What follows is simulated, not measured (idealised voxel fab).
The name of this process module is voxel transistor to metal.
Section cut is 200 nm wide and gridded with 5 nm square cells.
Cross-section layout: square cells on a grid; listed as bands, top to bottom; a band spans one or more cell rows.
Top height, bottom height, nm. Materials left to right, width each, nm. Single material + "throughout" = fills band edge to edge. "blank" = empty.
Height is counted from the level 0, under which the received wafer is composed throughout of one material. The lowest of the bands is not closed at the bottom but continues downward, in the notation "0 nm and below".
Per-row width for "30->40": begins at first number (top row of band), ends at second number (bottom row), increment between rows held constant.
Reading "nothing changed" for a step: not a cell of the cross-section changed in it.
You'll see "Closed cavities" listing empty spaces that have no way open to the top, as long as they're 8 cells or more; the notation is width x height at distance, where the distance is from the left edge, and all of it is in nm.
after a step's settings: what the simulator itself notes on the step
A step line may carry the setting "overlay nm", which, for steps involving a mask, states the distance by which the mask lay to the right of its intended position; negative values denote displacement to the left.
## So here's the lineup of process steps we planned
1) RECEIVE,material Si
2) OXIDIZE,depth nm 5
3) CONFORMAL_DEP,material SiN,thk nm 15
4) MASKED_ETCH,tone cover,mask id ACTIVE,width nm 105,etch materials SiN,depth nm 15,overlay nm 0
5) MASKED_ETCH,tone cover,mask id ACTIVE,width nm 105,etch materials SiO2,depth nm 5,overlay nm 0
6) MASKED_ETCH,tone cover,mask id ACTIVE,width nm 105,etch materials Si,depth nm 25,overlay nm 0
7) FILL_DEP,material SiO2,thk nm 5
8) CMP,height nm 15
9) SELECTIVE_ETCH,etch materials SiO2,depth nm 15
10) STRIP,etch materials SiN
11) SELECTIVE_ETCH,etch materials SiO2,depth nm 5
12) OXIDIZE,depth nm 5
13) DIRECTIONAL_DEP,material polySi,thk nm 20
14) DIRECTIONAL_DEP,material SiCN,thk nm 15
15) PATTERN,tone cover,mask id GATE,material resist,width nm 25,thk nm 15,overlay nm 0
16) DIRECTIONAL_ETCH,etch materials SiCN,depth nm 25
17) DIRECTIONAL_ETCH,etch materials polySi,depth nm 30
18) STRIP,etch materials resist
19) CONFORMAL_DEP,material SiN,thk nm 10
20) DIRECTIONAL_ETCH,etch materials SiN,depth nm 10
21) DIRECTIONAL_ETCH,etch materials SiO2,depth nm 5
22) DIRECTIONAL_ETCH,etch materials Si,depth nm 5
23) EPI,material pSi,thk nm 5
24) FILL_DEP,material SiO2,thk nm 5
25) CMP,height nm 15
26) STRIP,etch materials polySi
27) SELECTIVE_ETCH,etch materials SiO2,depth nm 5
28) CONFORMAL_DEP,material HfO2,thk nm 5
29) CONFORMAL_DEP,material TiN,thk nm 5
30) FILL_DEP,material W,thk nm 10
31) CMP,height nm 10
32) DIRECTIONAL_DEP,material SiO2,thk nm 15
33) MASKED_ETCH,tone open,mask id CONTACT,width nm 15,pitch nm 80,etch materials SiO2,depth nm 35,overlay nm 0
34) CONFORMAL_DEP,material TiN,thk nm 5
35) FILL_DEP,material W,thk nm 10
36) CMP,height nm 25
37) CONFORMAL_DEP,material SiN,thk nm 5
38) DIRECTIONAL_DEP,material lowk,thk nm 25
39) DIRECTIONAL_DEP,material aC,thk nm 10
40) PATTERN,tone open,mask id METAL_1,material resist,width nm 15,pitch nm 80,thk nm 30,overlay nm 0
41) DIRECTIONAL_ETCH,etch materials aC,depth nm 10
42) STRIP,etch materials resist
43) DIRECTIONAL_ETCH,etch materials lowk,depth nm 25
44) DIRECTIONAL_ETCH,etch materials SiN,depth nm 5
45) STRIP,etch materials aC
46) CONFORMAL_DEP,material TiN,thk nm 5
47) FILL_DEP,material Ru,thk nm 5
48) CMP,height nm 55
49) CONFORMAL_DEP,material SiN,thk nm 5
## Here's what the wafer looked like in cross-section when it arrived - that's after step 1
- 0 nm and below  Si throughout
- Closed cavities: none
## Post-module cross-section: identical start and plan to those above, one misstep in execution
- 60 nm to 55 nm  SiN throughout
- 55 nm to 30 nm  lowk 50 / TiN 5 / Ru 5 / TiN 5 / lowk 65 / TiN 5 / Ru 5 / TiN 5 / lowk 55
- 30 nm to 25 nm  SiN 50 / TiN 15 / SiN 65 / TiN 15 / SiN 55
- 25 nm to 10 nm  SiO2 50 / TiN 5 / W 5 / TiN 5 / SiO2 65 / TiN 5 / W 5 / TiN 5 / SiO2 55
- 10 nm to 0 nm  SiO2 50 / TiN 5 / W 5 / TiN 5 / SiO2 10 / SiN 10 / TiN 5 / HfO2 5 / W 5 / HfO2 5 / TiN 5 / SiN 10 / SiO2 10 / TiN 5 / W 5 / TiN 5 / SiO2 55
- 0 nm to -5 nm  SiO2 50 / TiN 5 / W 5 / TiN 5 / SiO2 10 / SiN 10 / TiN 5 / HfO2 15 / TiN 5 / SiN 10 / SiO2 10 / TiN 5 / W 5 / TiN 5 / SiO2 55
- -5 nm to -10 nm  SiO2 50 / TiN 15 / SiO2 5 / pSi 5 / SiO2 5 / TiN 35 / SiO2 5 / pSi 5 / SiO2 5 / TiN 15 / SiO2 55
- -10 nm to -15 nm  SiO2 45 / pSi 30 / Si 45 / pSi 30 / SiO2 50
- -15 nm to -30 nm  SiO2 45 / Si 105 / SiO2 50
- -30 nm and below  Si throughout
- Closed cavities: none
Run error: the run placed steps 28 and 29 each in the position the plan gave to the other
